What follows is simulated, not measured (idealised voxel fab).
This section sets out a process module, namely voxel self aligned contacts.
Cross-section cut spans 260 nm and uses square cells 5 nm in size.
Cross-section spec: square-cell grid; bands listed top down; each band is one or more rows. Band: top height; bottom height; in nm. Then, left to right: material with width in nm, for each material. "everywhere": a single material spanning edge to edge. "air": empty space. Heads up on the height convention: 0 is the point under which the incoming wafer is all one material, and the lowest band has no bottom, it just keeps going down, like "from 0 down". The expression "30 to 40" gives the width at the extremes of the band, the first number at its top row of cells and the second at its bottom row, with the width changing by equal amounts from each row to the next in between. When a step is marked "nothing changed", none of the cells in the cross-section changed during that step. In the "Tabulated closed voids" entry, you get each enclosed empty space of 8 cells or more, one with no open way to the top, written width x height at distance, distance from the left edge, in nm. Text after the settings on a step's line: the simulator's own remark on that step. When a step includes a mask, the "overlay nm" setting on its line states how far to the right of its planned place that mask lay, and negative values state how far to the left.
INTENDED PROCESS STEPS
| 1 | RECEIVE (material Si) |
| 2 | OXIDIZE (depth nm 5) |
| 3 | DIRECTIONAL_DEP (material polySi; thk nm 30) |
| 4 | DIRECTIONAL_DEP (material SiN; thk nm 15) |
| 5 | DIRECTIONAL_DEP (material aC; thk nm 10) |
| 6 | PATTERN (tone cover; mask id GATE; material resist; width nm 30; pitch nm 55; thk nm 30; overlay nm 0) |
| 7 | DIRECTIONAL_ETCH (etch materials aC; depth nm 10) |
| 8 | STRIP (etch materials resist) |
| 9 | DIRECTIONAL_ETCH (etch materials SiN; depth nm 15) |
| 10 | DIRECTIONAL_ETCH (etch materials polySi; depth nm 30) |
| 11 | STRIP (etch materials aC) |
| 12 | CONFORMAL_DEP (material SiN; thk nm 5) |
| 13 | DIRECTIONAL_ETCH (etch materials SiN; depth nm 5) |
| 14 | FILL_DEP (material SiO2; thk nm 15) |
| 15 | CMP (height nm 50) |
| 16 | MASKED_ETCH (tone open; mask id CONTACT; width nm 35; etch materials SiO2; depth nm 55; overlay nm -15) |
| 17 | CONFORMAL_DEP (material TiN; thk nm 5) |
| 18 | FILL_DEP (material Ru; thk nm 5) |
| 19 | CMP (height nm 50) |
| 20 | CONFORMAL_DEP (material SiN; thk nm 5) |
Across this set of wafers, the varied parameter is the overlay nm of step 16. Starting conditions are identical for every wafer, and the plan reports the value assigned to the first wafer.
AS RECEIVED, I.E. AFTER STEP 1: CROSS-SECTION THROUGH THE FIRST OF SEVERAL WAFERS
    from 0 down | Si everywhere
    Tabulated closed voids: none
END OF THE MODULE, PAST ITS LAST STEP, STEP 20: HOW THE FIRST OF SEVERAL WAFERS LOOKS IN CROSS-SECTION
    from 55 to 50 | SiN everywhere
    from 50 to 45 | 95 of SiO2  35 of TiN  130 of SiO2
    from 45 to 30 | 80 of SiO2  40 of SiN  10 of TiN  5 of SiO2  40 of SiN  85 of SiO2
    from 30 to 0 | 80 of SiO2  5 of SiN  30 of polySi  5 of SiN  10 of TiN  5 of SiO2  5 of SiN  30 of polySi  5 of SiN  85 of SiO2
    from 0 to -5 | 120 of SiO2  10 of TiN  130 of SiO2
    from -5 down | Si everywhere
    Tabulated closed voids: none
OF THE SEVERAL WAFERS, THE LAST: CROSS-SECTION AT THE END OF THE MODULE
    from 55 to 50 | SiN everywhere
    from 50 to 45 | 125 of SiO2  35 of TiN  100 of SiO2
    from 45 to 30 | 80 of SiO2  40 of SiN  5 of SiO2  10 of TiN  40 of SiN  85 of SiO2
    from 30 to 0 | 80 of SiO2  5 of SiN  30 of polySi  5 of SiN  5 of SiO2  10 of TiN  5 of SiN  30 of polySi  5 of SiN  85 of SiO2
    from 0 to -5 | 125 of SiO2  10 of TiN  125 of SiO2
    from -5 down | Si everywhere
    Tabulated closed voids: none
END OF MODULE, BY WAFER: MATERIAL-BY-MATERIAL CELL GAIN (+) OR LOSS (-) SINCE RECEIPT, THEN CLOSED VOIDS
overlay nm -15 | -52 Si | +124 SiN | +401 SiO2 | +27 TiN | +72 polySi | Tabulated closed voids: none
overlay nm -10 | +10 Ru | -52 Si | +124 SiN | +391 SiO2 | +27 TiN | +72 polySi | Tabulated closed voids: none
overlay nm -5 | +10 Ru | -52 Si | +124 SiN | +391 SiO2 | +27 TiN | +72 polySi | Tabulated closed voids: none
overlay nm 0 | +10 Ru | -52 Si | +124 SiN | +391 SiO2 | +27 TiN | +72 polySi | Tabulated closed voids: none
overlay nm 5 | +10 Ru | -52 Si | +124 SiN | +391 SiO2 | +27 TiN | +72 polySi | Tabulated closed voids: none
overlay nm 10 | +10 Ru | -52 Si | +124 SiN | +391 SiO2 | +27 TiN | +72 polySi | Tabulated closed voids: none
overlay nm 15 | -52 Si | +124 SiN | +401 SiO2 | +27 TiN | +72 polySi | Tabulated closed voids: none
